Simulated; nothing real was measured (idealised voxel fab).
Process module name: voxel gate over fins
Cross-sectional view cut (width: 190 nm; square cell size: 5 nm).
Square cells in a grid make up a cross-section in this document, and the grid is given as bands, listed from the top down, each one or more rows of cells. It is stipulated that each band's entry specify, in nanometres, the height of the top of the band and then that of its bottom, followed by the materials of the band in left-to-right sequence, each together with its width in nanometres. A single material marked by the word "everywhere" is understood to fill the band from edge to edge; the word "empty" is understood to denote empty space. Height 0 is the level under which the wafer as received is all one material. The lowest band goes on downwards, as in "z 0 and below". A two-number width, for instance "30 to 40", indicates that the width is equal to the first number in the top row of the band and to the second number in the bottom row, and that it changes by a constant amount per row of cells. What does "no alteration" mean for a step? It means no cell of the cross-section changed in that step. Enclosed voids (no open way to top), threshold 8 cells or more, entry "Entrapped void list", notation width x height at distance, distance from left edge, nm. after a step's settings: what the simulator itself notes on the step. The setting "overlay nm" may be written on the line of a step. When the step uses a mask, the value reports how far to the right of the planned place the mask lay, and a negative value reports that it lay to the left.

# The planned process steps are enumerated hereunder
step 1: RECEIVE, material Si
step 2: CONFORMAL_DEP, material SiN, thk nm 10
step 3: MASKED_ETCH, tone cover, mask id FINS, width nm 15, pitch nm 50, etch materials SiN, depth nm 10, overlay nm 0
step 4: MASKED_ETCH, tone cover, mask id FINS, width nm 15, pitch nm 50, etch materials Si, depth nm 35, overlay nm 0
step 5: OXIDIZE, depth nm 5
step 6: FILL_DEP, material SiO2, thk nm 15
step 7: CMP, height nm 10
step 8: PATTERN, tone open, mask id RAIL, material resist, width nm 15, thk nm 15, overlay nm 0
step 9: DIRECTIONAL_ETCH, etch materials SiO2, depth nm 40
step 10: STRIP, etch materials resist
step 11: CONFORMAL_DEP, material TiN, thk nm 5
step 12: FILL_DEP, material Ru, thk nm 10
step 13: CMP, height nm 10
step 14: SELECTIVE_ETCH, etch materials W Ru TiN, depth nm 30
step 15: FILL_DEP, material SiO2, thk nm 5
step 16: CMP, height nm 10
step 17: SELECTIVE_ETCH, etch materials SiO2, depth nm 25
step 18: STRIP, etch materials SiN
step 19: CONFORMAL_DEP, material HfO2, thk nm 5
step 20: CONFORMAL_DEP, material TiN, thk nm 5
step 21: CONFORMAL_DEP, material TiAl, thk nm 5
step 22: CONFORMAL_DEP, material TiN, thk nm 5
step 23: FILL_DEP, material W, thk nm 10
step 24: CMP, height nm 25
step 25: CONFORMAL_DEP, material SiN, thk nm 5

# This is the cross-section of the wafer as we received it, i.e. after step 1
> z 0 and below = Si everywhere
> Entrapped void list: none

# Cross-section at module end, one run error; start and plan unchanged from above
> z 30 to 25 = SiN everywhere
> z 25 to 20 = W everywhere
> z 20 to 15 = TiN everywhere
> z 15 to 10 = TiAl everywhere
> z 10 to 5 = 65 nm TiN; 5 nm TiAl; 45 nm TiN; 5 nm TiAl; 70 nm TiN
> z 5 to 0 = 60 nm HfO2; 15 nm TiN; 35 nm HfO2; 15 nm TiN; 65 nm HfO2
> z 0 to -5 = 55 nm Si; 25 nm HfO2; 25 nm Si; 25 nm HfO2; 60 nm Si
> z -5 and below = Si everywhere
> Entrapped void list: none
Where did the run depart from the plan? heads up, step 3 didn't go per plan, it actually ran as MASKED_ETCH, tone open, mask id FINS, width nm 15, pitch nm 50, etch materials SiN, depth nm 10, overlay nm 0
